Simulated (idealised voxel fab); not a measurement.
process module | voxel released beams
cross-section cut | 210 nm wide | cells 5 nm
A cross-section is a grid of square cells, given in bands from the top down. A band is one or more rows of cells.
Each band's line starts with the height of the band's top and of its bottom, in nm. Then come its materials from left to right, each with its width in nm. One material with "throughout" fills the band from edge to edge. "air" is empty space.
Height 0 is the level under which the wafer as received is all one material. The lowest band goes on downwards, as in "0 down".
A width such as "30 to 40" changes by the same amount from each row of cells to the next, from the band's top row to its bottom row.
"no change" after a step means that no cell of the cross-section changed.
closed voids: empty space of 8 cells or more with no open way to the top, each as width x height at its distance from the left edge, in nm
after a step's settings: what the simulator itself notes on the step
overlay nm, on a step with a mask: how far to the right of its planned place the mask lay; to the left if negative
plan
1 op RECEIVE | material Si
2 op CONFORMAL_DEP | material Al2O3 | thk nm 5
3 op DIRECTIONAL_DEP | material SiO2 | thk nm 20
4 op DIRECTIONAL_DEP | material aC | thk nm 10
5 op PATTERN | tone open | mask id ANCHOR | material resist | width nm 35 | thk nm 25 | overlay nm 0
6 op DIRECTIONAL_ETCH | etch materials aC | depth nm 10
7 op STRIP | etch materials resist
8 op DIRECTIONAL_ETCH | etch materials SiO2 | depth nm 20
9 op STRIP | etch materials aC
10 op CONFORMAL_DEP | material W | thk nm 10
11 op MASKED_ETCH | tone cover | mask id BEAM | width nm 80 | etch materials W | depth nm 10 | overlay nm 0
12 op STRIP | etch materials SiO2
first wafer, as planned
as received, after step 1
  0 down: Si throughout
  closed voids: none
after step 2
  5 to 0: Al2O3 throughout
  below 0: unchanged
after step 3
  25 to 5: SiO2 throughout
  below 5: unchanged
after step 4
  35 to 25: aC throughout
  below 25: unchanged
after step 5
  60 to 35: resist 65 | air 35 | resist 110
  below 35: unchanged
after step 6
  50 to 35: resist 65 | air 35 | resist 110
  35 to 25: aC 65 | air 35 | aC 110
  below 25: unchanged
after step 7
  35 to 25: aC 65 | air 35 | aC 110
  below 25: unchanged
after step 8
  35 to 25: aC 65 | air 35 | aC 110
  25 to 5: SiO2 65 | air 35 | SiO2 110
  below 5: unchanged
after step 9
  25 to 5: SiO2 65 | air 35 | SiO2 110
  below 5: unchanged
after step 10
  35 to 25: W 75 | air 15 | W 120
  25 to 15: SiO2 65 | W 10 | air 15 | W 10 | SiO2 110
  15 to 5: SiO2 65 | W 35 | SiO2 110
  below 5: unchanged
after step 11
  35 to 25: air 60 | W 15 | air 15 | W 50 | air 70
  below 25: unchanged
after step 12
  35 to 25: air 60 | W 15 | air 15 | W 50 | air 70
  25 to 15: air 65 | W 10 | air 15 | W 10 | air 110
  15 to 5: air 65 | W 35 | air 110
  below 5: unchanged
second wafer: like start, like plan, one mistake. Through step 10 it matches the first wafer
when step 11 should have ended
  35 to 25: W 60 | air 80 | W 70
  25 to 5: SiO2 65 | W 10 | air 15 | W 10 | SiO2 110
  below 5: unchanged
when step 12 should have ended
  25 to 5: air 65 | W 10 | air 15 | W 10 | air 110
  below 5: unchanged
what went wrong: step 11 ran as: op MASKED_ETCH | tone open | mask id BEAM | width nm 80 | etch materials W | depth nm 10 | overlay nm 0
at the end the second wafer has, in cells: 32 fewer of W
